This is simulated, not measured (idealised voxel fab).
Process module in this document: voxel transistor to metal
Pictured: cross-section cut, 205 nm wide, on a grid of 5 nm square cells.
This document writes a cross-section as a grid whose cells are square, and gives it as bands, listed from the top down; one or more rows of cells form a band. Top height, bottom height, nm. Materials left to right, width each, nm. Single material + "everywhere" = fills band edge to edge. "blank" = empty. Basically, 0 is our baseline, since under it the wafer straight out of the box is all one material. The bottom band has no lower end and keeps on going down, so it looks like "z 0 and below". When a width is written as two numbers, as in "30->40", the first number is the width in the top row of cells of the band and the second is the width in its bottom row, and the width changes by the same amount from each row to the next. Take "no change" at face value: in the step it is given for, the cross-section changed in none of its cells. Empty spaces without an open route to the top, at least 8 cells in extent, make up the entry "Fully enclosed voids"; each is given as width x height at distance, where the distance is measured from the left edge, and all are in nm. The remark found on a step's line after its settings is issued by the simulator itself and pertains to that step. overlay nm, on a step with a mask: how far to the right of its planned place the mask lay; to the left if negative.
## The following list gives the planned process steps
1: RECEIVE (material Si)
2: OXIDIZE (depth nm 5)
3: CONFORMAL_DEP (material SiN; thk nm 15)
4: DIRECTIONAL_DEP (material aC; thk nm 10)
5: PATTERN (tone cover; mask id ACTIVE; material resist; width nm 105; thk nm 30; overlay nm 0)
6: DIRECTIONAL_ETCH (etch materials aC; depth nm 10)
7: STRIP (etch materials resist)
8: DIRECTIONAL_ETCH (etch materials SiN; depth nm 15)
9: DIRECTIONAL_ETCH (etch materials SiO2; depth nm 5)
10: DIRECTIONAL_ETCH (etch materials Si; depth nm 35)
11: STRIP (etch materials aC)
12: FILL_DEP (material SiO2; thk nm 15)
13: CMP (height nm 15)
14: SELECTIVE_ETCH (etch materials SiO2; depth nm 5)
15: STRIP (etch materials SiN)
16: SELECTIVE_ETCH (etch materials SiO2; depth nm 5)
17: OXIDIZE (depth nm 5)
18: DIRECTIONAL_DEP (material polySi; thk nm 25)
19: DIRECTIONAL_DEP (material SiCN; thk nm 15)
20: MASKED_ETCH (tone cover; mask id GATE; width nm 25; etch materials SiCN; depth nm 25; overlay nm 0)
21: MASKED_ETCH (tone cover; mask id GATE; width nm 25; etch materials polySi; depth nm 35; overlay nm 0)
22: CONFORMAL_DEP (material SiN; thk nm 5)
23: DIRECTIONAL_ETCH (etch materials SiN; depth nm 5)
24: DIRECTIONAL_ETCH (etch materials SiO2; depth nm 5)
25: EPI (material SiGe; thk nm 5)
26: FILL_DEP (material SiO2; thk nm 5)
27: CMP (height nm 35)
28: DIRECTIONAL_DEP (material SiO2; thk nm 10)
29: MASKED_ETCH (tone open; mask id CONTACT; width nm 30; pitch nm 65; etch materials SiO2; depth nm 50; overlay nm 0)
30: CONFORMAL_DEP (material TiN; thk nm 5)
31: FILL_DEP (material W; thk nm 5)
32: CMP (height nm 45)
33: DIRECTIONAL_DEP (material TiN; thk nm 5)
34: DIRECTIONAL_DEP (material W; thk nm 25)
35: MASKED_ETCH (tone cover; mask id METAL_1; width nm 15; pitch nm 80; etch materials W; depth nm 25; overlay nm 0)
36: MASKED_ETCH (tone cover; mask id METAL_1; width nm 15; pitch nm 80; etch materials TiN; depth nm 5; overlay nm 0)
37: FILL_DEP (material lowk; thk nm 5)
38: CMP (height nm 75)
39: CONFORMAL_DEP (material SiCN; thk nm 5)
40: DIRECTIONAL_DEP (material lowk; thk nm 25)
41: DIRECTIONAL_DEP (material aC; thk nm 15)
42: PATTERN (tone open; mask id METAL_2; material resist; width nm 15; pitch nm 80; thk nm 30; overlay nm -15)
43: DIRECTIONAL_ETCH (etch materials aC; depth nm 15)
44: STRIP (etch materials resist)
45: DIRECTIONAL_ETCH (etch materials lowk; depth nm 15)
46: STRIP (etch materials aC)
47: DIRECTIONAL_DEP (material aC; thk nm 10)
48: PATTERN (tone open; mask id METAL_2_HOLES; material resist; width nm 15; pitch nm 80; thk nm 30; overlay nm 0)
49: DIRECTIONAL_ETCH (etch materials aC; depth nm 10)
50: STRIP (etch materials resist)
51: DIRECTIONAL_ETCH (etch materials lowk; depth nm 10)
52: DIRECTIONAL_ETCH (etch materials SiCN; depth nm 5)
53: STRIP (etch materials aC)
54: CONFORMAL_DEP (material TiN; thk nm 5)
55: FILL_DEP (material Cu; thk nm 5)
56: CMP (height nm 105)
57: CONFORMAL_DEP (material SiCN; thk nm 5)
The plan's step 42 overlay nm is the first wafer's value; the wafers differ in this setting and start identical.
## Cross-sectional view of the first of several wafers in the as-received condition, corresponding to the state following step 1
	z 0 and below = Si everywhere
	Fully enclosed voids: none
## Here is how to read the rows: every wafer has a row, and it shows the wafer at the end of the module, giving for each material how many cells were gained (+) or lost (-) since the wafer was received, then listing its closed voids
overlay nm -15, +10 Cu, -202 Si, +97 SiCN, +14 SiGe, +20 SiN, +377 SiO2, +74 TiN, +102 W, +385 lowk, +25 polySi, Fully enclosed voids: none
overlay nm -10, +8 Cu, -202 Si, +95 SiCN, +14 SiGe, +20 SiN, +377 SiO2, +78 TiN, +102 W, +385 lowk, +25 polySi, Fully enclosed voids: none
overlay nm -5, +6 Cu, -202 Si, +93 SiCN, +14 SiGe, +20 SiN, +377 SiO2, +82 TiN, +102 W, +385 lowk, +25 polySi, Fully enclosed voids: none
overlay nm 0, +10 Cu, -202 Si, +91 SiCN, +14 SiGe, +20 SiN, +377 SiO2, +80 TiN, +102 W, +385 lowk, +25 polySi, Fully enclosed voids: none
overlay nm 5, +6 Cu, -202 Si, +93 SiCN, +14 SiGe, +20 SiN, +377 SiO2, +82 TiN, +102 W, +385 lowk, +25 polySi, Fully enclosed voids: none
overlay nm 10, +8 Cu, -202 Si, +95 SiCN, +14 SiGe, +20 SiN, +377 SiO2, +78 TiN, +102 W, +385 lowk, +25 polySi, Fully enclosed voids: none
overlay nm 15, +10 Cu, -202 Si, +97 SiCN, +14 SiGe, +20 SiN, +377 SiO2, +74 TiN, +102 W, +385 lowk, +25 polySi, Fully enclosed voids: none
